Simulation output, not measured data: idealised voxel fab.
The following is a process module called voxel double patterning.
Cross-sectional view cut (width: 265 nm; square cell size: 5 nm).
The cross-sections in this document take the form of a grid made of square cells. They are written out as bands, in order from top to bottom. Each band consists of one or more rows of cells. This entry defines a band. It first specifies the height of the band's top and the height of its bottom in nm, and then specifies the band's materials from left to right, stating each material with its width in nm. The word "everywhere" identifies a single material that fills the band from edge to edge, while the word "empty" identifies empty space. Zero point of the height axis is 0; under it, received wafer = one material. Lowest band: continues down indefinitely, "top 0, no bottom". Read "30->40" as a graded width: first number on top, second number at the bottom, same change between each pair of neighbouring rows. What does "no alterations made" mean for a step? It means no cell of the cross-section changed in that step. What "Enclosed void listing" gives you is every empty space of 8 cells or more that is cut off from the top. Each appears as width x height at distance, with the distance taken from the left edge and width, height and distance all in nm. Past the settings on a step's line: simulator remark, on that step. For masked steps, "overlay nm" on the step line gives how far right of plan the mask actually lay; a minus sign means it lay to the left.
### Process steps - plan
1. RECEIVE, material Si
2. CONFORMAL_DEP, material SiO2, thk nm 10
3. DIRECTIONAL_DEP, material W, thk nm 20
4. DIRECTIONAL_DEP, material SiCN, thk nm 10
5. DIRECTIONAL_DEP, material aC, thk nm 10
6. PATTERN, tone open, mask id FIRST, material resist, width nm 15, pitch nm 50, thk nm 30, overlay nm 0
7. DIRECTIONAL_ETCH, etch materials aC, depth nm 10
8. STRIP, etch materials resist
9. DIRECTIONAL_ETCH, etch materials SiCN, depth nm 10
10. STRIP, etch materials aC
11. MASKED_ETCH, tone open, mask id SECOND, width nm 15, etch materials SiCN, depth nm 10, overlay nm 0
12. DIRECTIONAL_ETCH, etch materials W, depth nm 20
13. STRIP, etch materials SiCN
### Below: the first of two wafers, run as planned
### Wafer cross-section on receipt, i.e. after step 1
	top 0, no bottom  Si everywhere
	Enclosed void listing: none
### Cross-section: wafer state after step 2
	top 10, bottom 0  SiO2 everywhere
	Note: structure below 0 unchanged.
### Cross-section: wafer state after step 3
	top 30, bottom 10  W everywhere
	Note: structure below 10 unchanged.
### Cross-section: wafer state after step 4
	top 40, bottom 30  SiCN everywhere
	Note: structure below 30 unchanged.
### Cross-section: wafer state after step 5
	top 50, bottom 40  aC everywhere
	Note: structure below 40 unchanged.
### Cross-section: wafer state after step 6
	top 80, bottom 50  100 resist | 15 empty | 35 resist | 15 empty | 100 resist
	Note: structure below 50 unchanged.
### Cross-section: wafer state after step 7
	top 70, bottom 50  100 resist | 15 empty | 35 resist | 15 empty | 100 resist
	top 50, bottom 40  100 aC | 15 empty | 35 aC | 15 empty | 100 aC
	Note: structure below 40 unchanged.
### Cross-section: wafer state after step 8
	top 50, bottom 40  100 aC | 15 empty | 35 aC | 15 empty | 100 aC
	Note: structure below 40 unchanged.
### Cross-section: wafer state after step 9
	top 50, bottom 40  100 aC | 15 empty | 35 aC | 15 empty | 100 aC
	top 40, bottom 30  100 SiCN | 15 empty | 35 SiCN | 15 empty | 100 SiCN
	Note: structure below 30 unchanged.
### Cross-section: wafer state after step 10
	top 40, bottom 30  100 SiCN | 15 empty | 35 SiCN | 15 empty | 100 SiCN
	Note: structure below 30 unchanged.
### Cross-section: wafer state after step 11
	top 40, bottom 30  100 SiCN | 15 empty | 10 SiCN | 15 empty | 10 SiCN | 15 empty | 100 SiCN
	Note: structure below 30 unchanged.
### Cross-section: wafer state after step 12
	top 40, bottom 30  100 SiCN | 15 empty | 10 SiCN | 15 empty | 10 SiCN | 15 empty | 100 SiCN
	top 30, bottom 10  100 W | 15 empty | 10 W | 15 empty | 10 W | 15 empty | 100 W
	Note: structure below 10 unchanged.
### Cross-section: wafer state after step 13
	top 30, bottom 10  100 W | 15 empty | 10 W | 15 empty | 10 W | 15 empty | 100 W
	Note: structure below 10 unchanged.
### The Second Wafer: Common Origin and Plan, One Mistake in Execution, Identical to the First Through Step 11
### Cross-sectional view of the second wafer at the intended end time of process step 12
	top 40, bottom 30  100 SiCN | 15 empty | 10 SiCN | 15 empty | 10 SiCN | 15 empty | 100 SiCN
	top 30, bottom 20  100 W | 15 empty | 10 W | 15 empty | 10 W | 15 empty | 100 W
	Note: structure below 20 unchanged.
### Cross-sectional view of the second wafer at the intended end time of process step 13
	top 30, bottom 20  100 W | 15 empty | 10 W | 15 empty | 10 W | 15 empty | 100 W
	Note: structure below 20 unchanged.
What was done differently from what was planned? in deviation from the planned setting, step 12 was conducted as DIRECTIONAL_ETCH, etch materials W, depth nm 10
The closing comparison, in cells, has the second wafer with more or fewer of some materials than the first: W +18
